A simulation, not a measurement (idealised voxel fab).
Process module heading - voxel trench capacitor
The cross-section shown here is cut; it is 255 nm wide and divided into square cells measuring 5 nm on a side.
Cross-section format: a grid of square cells, given as bands from top to bottom; each band is one or more rows of cells. A band entry consists of two parts. The first gives the height of the band's top and the height of its bottom, in nm. The rest lists the band's materials from left to right, each with its width in nm. A single material labelled with the word "full width" fills the band from edge to edge, and the word "blank" marks empty space. Heads up on the height convention: 0 is the point under which the incoming wafer is all one material, and the lowest band has no bottom, it just keeps going down, like "from 0 down". Top row gets the first number, bottom row gets the second, and each row in between changes by the same step: that is how a band width like "30..40" works. You'll sometimes find "nothing changed" written for a step, and that's the way of saying that nowhere in the cross-section did a cell change during that step. Each empty space that has no open way to the top and spans at least 8 cells appears under "Cavities, sealed" as width x height at distance, the distance counted from the left edge, all in nm. Note: text after step settings on the step line = simulator remark on that step. A step line may carry the setting "overlay nm", which, for steps involving a mask, states the distance by which the mask lay to the right of its intended position; negative values denote displacement to the left.
Listed below are the process steps as planned
1 op RECEIVE | material Si
2 op CONFORMAL_DEP | material SiN | thk nm 10
3 op MASKED_ETCH | tone open | mask id TRENCH | width nm 25 | pitch nm 50 | etch materials SiN | depth nm 10 | overlay nm -15
4 op MASKED_ETCH | tone open | mask id TRENCH | width nm 25 | pitch nm 50 | etch materials Si | depth nm 40 | overlay nm 0
5 op CONFORMAL_DEP | material Al2O3 | thk nm 5
6 op CONFORMAL_DEP | material TiN | thk nm 5
7 op FILL_DEP | material W | thk nm 5
8 op CMP | height nm 10
The overlay nm used in step 3 is not the same on every wafer, whereas the starting condition is; the value printed in the plan is the first wafer's.
The first of several wafers in cross-section, exactly as it reached us after step 1
* from 0 down: Si full width
* Cavities, sealed: none
Gained (+) or lost (-) cells of each material since receipt, then closed voids: one row per wafer, at the end of the module
overlay nm -15 | +46 Al2O3 | -32 Si | +82 SiN | +6 TiN | Cavities, sealed: none
overlay nm -10 | +46 Al2O3 | -48 Si | +82 SiN | +22 TiN | Cavities, sealed: none
overlay nm -5 | +46 Al2O3 | -64 Si | +82 SiN | +38 TiN | Cavities, sealed: none
overlay nm 0 | +46 Al2O3 | -80 Si | +82 SiN | +38 TiN | +16 W | Cavities, sealed: none
overlay nm 5 | +46 Al2O3 | -64 Si | +82 SiN | +38 TiN | Cavities, sealed: none
overlay nm 10 | +46 Al2O3 | -48 Si | +82 SiN | +22 TiN | Cavities, sealed: none
overlay nm 15 | +46 Al2O3 | -32 Si | +82 SiN | +6 TiN | Cavities, sealed: none
